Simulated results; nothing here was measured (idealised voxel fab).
Name of the process module below: voxel lift off
The cross-section on display is named cut; it measures 285 nm wide, and its cells are 5 nm squares.
Cross-section, as written here: a square-cell grid given band by band from the top down, where a band holds one or more rows of cells.
Quick guide to a band line: top height, bottom height (nm) up front; then every material left to right with its width in nm. Only one material and it's marked "full width"? Then it fills the band edge to edge. And "air" just means empty space.
We count height from 0. Below that, the starting wafer is all one material. The lowest band never ends at the bottom but goes on down; see "top 0, no bottom" for how that is written.
The notation "30..40" denotes a width that varies across the rows of cells in the band, beginning at the first number in the top row, finishing at the second number in the bottom row, and changing by an identical amount from each row to the next.
For the purposes of this document, the phrase "remains unaltered" attached to a step denotes that no cell within the cross-section was modified by that step.
If an empty space has no open way to the top and is at least 8 cells in size, "Unvented internal voids" lists it, written width x height at distance, where distance is measured from the left edge and every value is in nm.
after a step's settings: what the simulator itself notes on the step
overlay nm: right-of-plan distance of the mask on a masked step; negative values mean left-of-plan.
[Intended process steps]
- 1: RECEIVE (material Si)
- 2: CONFORMAL_DEP (material SiO2; thk nm 15)
- 3: PATTERN (tone open; mask id LINES; material resist; width nm 15; pitch nm 40; thk nm 15; overlay nm 0)
- 4: DIRECTIONAL_DEP (material Ru; thk nm 5)
- 5: STRIP (etch materials resist)
- 6: CONFORMAL_DEP (material SiCN; thk nm 10)
[Wafer cross-section on receipt, i.e. after step 1]
* top 0, no bottom: Si full width
* Unvented internal voids: none
[As-planned run: cross-section of the first of two wafers at end of module]
* top 30, bottom 25: air 65  SiCN 35  air 5  SiCN 35  air 5  SiCN 35  air 5  SiCN 35  air 65
* top 25, bottom 20: SiCN full width
* top 20, bottom 15: SiCN 75  Ru 15  SiCN 25  Ru 15  SiCN 25  Ru 15  SiCN 25  Ru 15  SiCN 75
* top 15, bottom 0: SiO2 full width
* top 0, no bottom: Si full width
* Unvented internal voids: none
[End-of-module cross-section of the second wafer: identical starting point and process plan to the first, with one processing mistake]
* top 45, bottom 40: air 65  SiCN 35  air 5  SiCN 35  air 5  SiCN 35  air 5  SiCN 35  air 65
* top 40, bottom 35: SiCN full width
* top 35, bottom 30: SiCN 75  Ru 15  SiCN 25  Ru 15  SiCN 25  Ru 15  SiCN 25  Ru 15  SiCN 75
* top 30, bottom 0: SiO2 full width
* top 0, no bottom: Si full width
* Unvented internal voids: none
what went wrong: step 2 of the plan was executed twice over
Counted in cells at the end, the second wafer holds more or fewer of these materials than the first: +171 SiO2
